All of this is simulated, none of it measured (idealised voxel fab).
process module | voxel spacer lines
cross-section cut | 245 nm wide | cells 5 nm
A cross-section is a grid of square cells, given in bands from the top down. A band is one or more rows of cells.
Each band's line starts with the height of the band's top and of its bottom, in nm. Then come its materials from left to right, each with its width in nm. One material with "throughout" fills the band from edge to edge. "air" is empty space.
Height 0 is the level under which the wafer as received is all one material. The lowest band goes on downwards, as in "0 down".
A width such as "30 to 40" changes by the same amount from each row of cells to the next, from the band's top row to its bottom row.
"no change" after a step means that no cell of the cross-section changed.
closed voids: empty space of 8 cells or more with no open way to the top, each as width x height at its distance from the left edge, in nm
after a step's settings: what the simulator itself notes on the step
overlay nm, on a step with a mask: how far to the right of its planned place the mask lay; to the left if negative
plan
1 op RECEIVE | material Si
2 op CONFORMAL_DEP | material Al2O3 | thk nm 10
3 op DIRECTIONAL_DEP | material SiN | thk nm 20
4 op DIRECTIONAL_DEP | material aC | thk nm 20
5 op PATTERN | tone cover | mask id MANDREL | material resist | width nm 25 | pitch nm 70 | thk nm 30 | overlay nm 0
6 op DIRECTIONAL_ETCH | etch materials aC | depth nm 20
7 op STRIP | etch materials resist
8 op CONFORMAL_DEP | material SiO2 | thk nm 10
9 op DIRECTIONAL_ETCH | etch materials SiO2 | depth nm 10
10 op STRIP | etch materials aC
11 op DIRECTIONAL_ETCH | etch materials SiN | depth nm 20
12 op STRIP | etch materials SiO2
as received, after step 1
  0 down: Si throughout
  closed voids: none
a wafer at the end: this start, this plan, one mistake
  30 to 10: air 70 | SiN 10 | air 20 | SiN 10 | air 30 | SiN 10 | air 20 | SiN 10 | air 65
  10 to 0: Al2O3 throughout
  0 down: Si throughout
  closed voids: none
what went wrong: step 5 ran as: op PATTERN | tone cover | mask id MANDREL | material resist | width nm 20 | pitch nm 70 | thk nm 30 | overlay nm 0
